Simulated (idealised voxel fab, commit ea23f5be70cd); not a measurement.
process module | voxel self aligned vias
cross-section cut | 235 nm wide | cells 5 nm
A cross-section is a grid of square cells, given in bands from the top down. A band is one or more rows of cells.
Each band's line starts with the height of the band's top and of its bottom, in nm. Then come its materials from left to right, each with its width in nm. One material with "throughout" fills the band from edge to edge. "air" is empty space.
Height 0 is the level under which the wafer as received is all one material. The lowest band goes on downwards, as in "0 down".
A width such as "30 to 40" changes by the same amount from each row of cells to the next, from the band's top row to its bottom row.
"no change" after a step means that no cell of the cross-section changed.
closed voids: empty space of 8 cells or more with no open way to the top, each as width x height at its distance from the left edge, in nm
after a step's settings: what the simulator itself notes on the step
overlay nm, on a step with a mask: how far to the right of its planned place the mask lay; to the left if negative
plan
1 op RECEIVE | material Si
2 op CONFORMAL_DEP | material SiO2 | thk nm 10
3 op CONFORMAL_DEP | material SiCN | thk nm 5
4 op DIRECTIONAL_DEP | material lowk | thk nm 20
5 op MASKED_ETCH | tone open | mask id LINES | width nm 30 | pitch nm 70 | etch materials lowk | depth nm 20 | overlay nm 0
6 op CONFORMAL_DEP | material TiN | thk nm 5
7 op FILL_DEP | material W | thk nm 10
8 op CMP | height nm 35
9 op SELECTIVE_ETCH | etch materials W Ru TiN | depth nm 5
10 op FILL_DEP | material SiN | thk nm 5
11 op CMP | height nm 35
12 op DIRECTIONAL_DEP | material lowk | thk nm 15
13 op PATTERN | tone open | mask id VIAS | material resist | width nm 50 | thk nm 20 | overlay nm 0
14 op DIRECTIONAL_ETCH | etch materials lowk | depth nm 15
15 op DIRECTIONAL_ETCH | etch materials SiN | depth nm 5
16 op STRIP | etch materials resist
17 op CONFORMAL_DEP | material TiN | thk nm 5
18 op FILL_DEP | material Cu | thk nm 5
19 op CMP | height nm 50
20 op CONFORMAL_DEP | material SiCN | thk nm 5
first wafer, as planned
as received, after step 1
  0 down: Si throughout
  closed voids: none
after step 2
  10 to 0: SiO2 throughout
  below 0: unchanged
after step 3
  15 to 10: SiCN throughout
  below 10: unchanged
after step 4
  35 to 15: lowk throughout
  below 15: unchanged
after step 5
  35 to 15: lowk 65 | air 30 | lowk 40 | air 30 | lowk 70
  below 15: unchanged
after step 6
  40 to 35: TiN 70 | air 20 | TiN 50 | air 20 | TiN 75
  35 to 20: lowk 65 | TiN 5 | air 20 | TiN 5 | lowk 40 | TiN 5 | air 20 | TiN 5 | lowk 70
  20 to 15: lowk 65 | TiN 30 | lowk 40 | TiN 30 | lowk 70
  below 15: unchanged
after step 7
  50 to 40: W throughout
  40 to 35: TiN 70 | W 20 | TiN 50 | W 20 | TiN 75
  35 to 20: lowk 65 | TiN 5 | W 20 | TiN 5 | lowk 40 | TiN 5 | W 20 | TiN 5 | lowk 70
  below 20: unchanged
after step 8
  35 to 20: lowk 65 | TiN 5 | W 20 | TiN 5 | lowk 40 | TiN 5 | W 20 | TiN 5 | lowk 70
  below 20: unchanged
after step 9
  35 to 30: lowk 65 | air 30 | lowk 40 | air 30 | lowk 70
  below 30: unchanged
after step 10
  40 to 35: SiN throughout
  35 to 30: lowk 65 | SiN 30 | lowk 40 | SiN 30 | lowk 70
  below 30: unchanged
after step 11
  35 to 30: lowk 65 | SiN 30 | lowk 40 | SiN 30 | lowk 70
  below 30: unchanged
after step 12
  50 to 35: lowk throughout
  below 35: unchanged
after step 13
  70 to 50: resist 55 | air 50 | resist 130
  below 50: unchanged
after step 14
  70 to 50: resist 55 | air 50 | resist 130
  50 to 35: lowk 55 | air 50 | lowk 130
  below 35: unchanged
after step 15
  70 to 50: resist 55 | air 50 | resist 130
  50 to 35: lowk 55 | air 50 | lowk 130
  35 to 30: lowk 65 | air 30 | lowk 40 | SiN 30 | lowk 70
  below 30: unchanged
after step 16
  50 to 35: lowk 55 | air 50 | lowk 130
  below 35: unchanged
after step 17
  55 to 50: TiN 60 | air 40 | TiN 135
  50 to 40: lowk 55 | TiN 5 | air 40 | TiN 5 | lowk 130
  40 to 35: lowk 55 | TiN 15 | air 20 | TiN 15 | lowk 130
  35 to 30: lowk 65 | TiN 30 | lowk 40 | SiN 30 | lowk 70
  below 30: unchanged
after step 18
  60 to 55: Cu throughout
  55 to 50: TiN 60 | Cu 40 | TiN 135
  50 to 40: lowk 55 | TiN 5 | Cu 40 | TiN 5 | lowk 130
  40 to 35: lowk 55 | TiN 15 | Cu 20 | TiN 15 | lowk 130
  below 35: unchanged
after step 19
  50 to 40: lowk 55 | TiN 5 | Cu 40 | TiN 5 | lowk 130
  below 40: unchanged
after step 20
  55 to 50: SiCN throughout
  below 50: unchanged
second wafer: like start, like plan, one mistake. Through step 12 it matches the first wafer
when step 13 should have ended
  70 to 50: air 55 | resist 50 | air 130
  below 50: unchanged
when step 14 should have ended
  70 to 50: air 55 | resist 50 | air 130
  50 to 35: air 55 | lowk 50 | air 130
  below 35: unchanged
when step 15 should have ended
  70 to 50: air 55 | resist 50 | air 130
  50 to 35: air 55 | lowk 50 | air 130
  35 to 30: lowk 65 | SiN 30 | lowk 40 | air 30 | lowk 70
  below 30: unchanged
when step 16 should have ended
  50 to 35: air 55 | lowk 50 | air 130
  below 35: unchanged
when step 17 should have ended
  55 to 50: air 50 | TiN 60 | air 125
  50 to 40: air 50 | TiN 5 | lowk 50 | TiN 5 | air 125
  40 to 35: TiN 55 | lowk 50 | TiN 35 | air 20 | TiN 75
  35 to 30: lowk 65 | SiN 30 | lowk 40 | TiN 30 | lowk 70
  below 30: unchanged
when step 18 should have ended
  60 to 55: Cu throughout
  55 to 50: Cu 50 | TiN 60 | Cu 125
  50 to 40: Cu 50 | TiN 5 | lowk 50 | TiN 5 | Cu 125
  40 to 35: TiN 55 | lowk 50 | TiN 35 | Cu 20 | TiN 75
  below 35: unchanged
when step 19 should have ended
  50 to 40: Cu 50 | TiN 5 | lowk 50 | TiN 5 | Cu 125
  below 40: unchanged
when step 20 should have ended
  55 to 50: SiCN throughout
  below 50: unchanged
what went wrong: step 13 ran as: op PATTERN | tone cover | mask id VIAS | material resist | width nm 50 | thk nm 20 | overlay nm 0
at the end the second wafer has, in cells: 54 more of Cu | 27 more of TiN | 81 fewer of lowk
